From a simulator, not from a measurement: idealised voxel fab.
The following is a process module called voxel released beams.
Square cell edge 5 nm, section width 255 nm, ID cut.
Bands, listed from the top down, are how a cross-section gets written in this document; the cross-section itself is a grid of square cells, and a band is one or more rows of them.
Band: top and bottom heights (nm) first, top before bottom; then materials from left to right, widths in nm. "edge to edge" marks a sole material filling the band edge to edge. "air" denotes empty space.
Heights from 0 (as-received wafer is one material below). Bottom band endless downward, as "from 0 down".
Width: "30..40" (first number = top row, second number = bottom row, same change from row to row of cells).
It should be understood that the words "everything unchanged", when stated for a given step, signify that the cross-section underwent no change in any of its cells during that step.
"Voids, sealed" - sealed voids, min. 8 cells, no opening to top; format: width x height at distance (distance from left edge; nm throughout).
Post-settings text on a step line: simulator's own remark regarding the step.
A step's line can hold "overlay nm"; with a mask on that step, the setting says how far right of the planned place the mask lay, while a negative setting says it lay to the left.

Below is the list of planned process steps
1,RECEIVE | material Si
2,CONFORMAL_DEP | material SiN | thk nm 5
3,DIRECTIONAL_DEP | material SiO2 | thk nm 20
4,MASKED_ETCH | tone open | mask id ANCHOR | width nm 40 | etch materials SiO2 | depth nm 20 | overlay nm 0
5,CONFORMAL_DEP | material TiN | thk nm 15
6,DIRECTIONAL_DEP | material aC | thk nm 10
7,PATTERN | tone cover | mask id BEAM | material resist | width nm 85 | thk nm 25 | overlay nm 0
8,DIRECTIONAL_ETCH | etch materials aC | depth nm 10
9,STRIP | etch materials resist
10,DIRECTIONAL_ETCH | etch materials TiN | depth nm 15
11,STRIP | etch materials aC
12,STRIP | etch materials SiO2

Received-state cross-section, reflecting completion of step 1
    from 0 down: Si edge to edge
    Voids, sealed: none

What the wafer looks like in cross-section after this module, when it starts as shown above and follows the plan above but one mistake is made in running it
    from 40 to 25: 80 nm air; 85 nm TiN; 90 nm air
    from 25 to 20: SiN edge to edge
    from 20 to 0: SiO2 edge to edge
    from 0 down: Si edge to edge
    Voids, sealed: none
Against the plan, the run slipped here: steps 2 and 3 run out of order (swapped)
